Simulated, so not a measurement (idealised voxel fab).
process module | voxel plated lines
cross-section cut | 265 nm wide | cells 5 nm
A cross-section is a grid of square cells, given in bands from the top down. A band is one or more rows of cells.
Each band's line starts with the height of the band's top and of its bottom, in nm. Then come its materials from left to right, each with its width in nm. One material with "throughout" fills the band from edge to edge. "air" is empty space.
Height 0 is the level under which the wafer as received is all one material. The lowest band goes on downwards, as in "0 down".
A width such as "30 to 40" changes by the same amount from each row of cells to the next, from the band's top row to its bottom row.
"no change" after a step means that no cell of the cross-section changed.
closed voids: empty space of 8 cells or more with no open way to the top, each as width x height at its distance from the left edge, in nm
after a step's settings: what the simulator itself notes on the step
overlay nm, on a step with a mask: how far to the right of its planned place the mask lay; to the left if negative
plan
1 op RECEIVE | material Si
2 op CONFORMAL_DEP | material SiN | thk nm 10
3 op DIRECTIONAL_DEP | material TiN | thk nm 5
4 op PATTERN | tone open | mask id LINES | material resist | width nm 25 | pitch nm 50 | thk nm 15 | overlay nm 0
5 op EPI | material Ru | thk nm 10
6 op STRIP | etch materials resist
7 op DIRECTIONAL_ETCH | etch materials TiN | depth nm 5
8 op CONFORMAL_DEP | material SiO2 | thk nm 10
as received, after step 1
  0 down: Si throughout
  closed voids: none
a wafer at the end: this start, this plan, one mistake
  35 to 25: SiO2 80 | air 5 | SiO2 45 | air 5 | SiO2 45 | air 5 | SiO2 80
  25 to 20: Ru 70 | SiO2 10 | air 5 | SiO2 10 | Ru 25 | SiO2 10 | air 5 | SiO2 10 | Ru 25 | SiO2 10 | air 5 | SiO2 10 | Ru 70
  20 to 15: Ru 70 | SiO2 25 | Ru 25 | SiO2 25 | Ru 25 | SiO2 25 | Ru 70
  15 to 10: TiN 70 | SiO2 25 | TiN 25 | SiO2 25 | TiN 25 | SiO2 25 | TiN 70
  10 to 0: SiN throughout
  0 down: Si throughout
  closed voids: none
what went wrong: step 4 ran as: op PATTERN | tone cover | mask id LINES | material resist | width nm 25 | pitch nm 50 | thk nm 15 | overlay nm 0
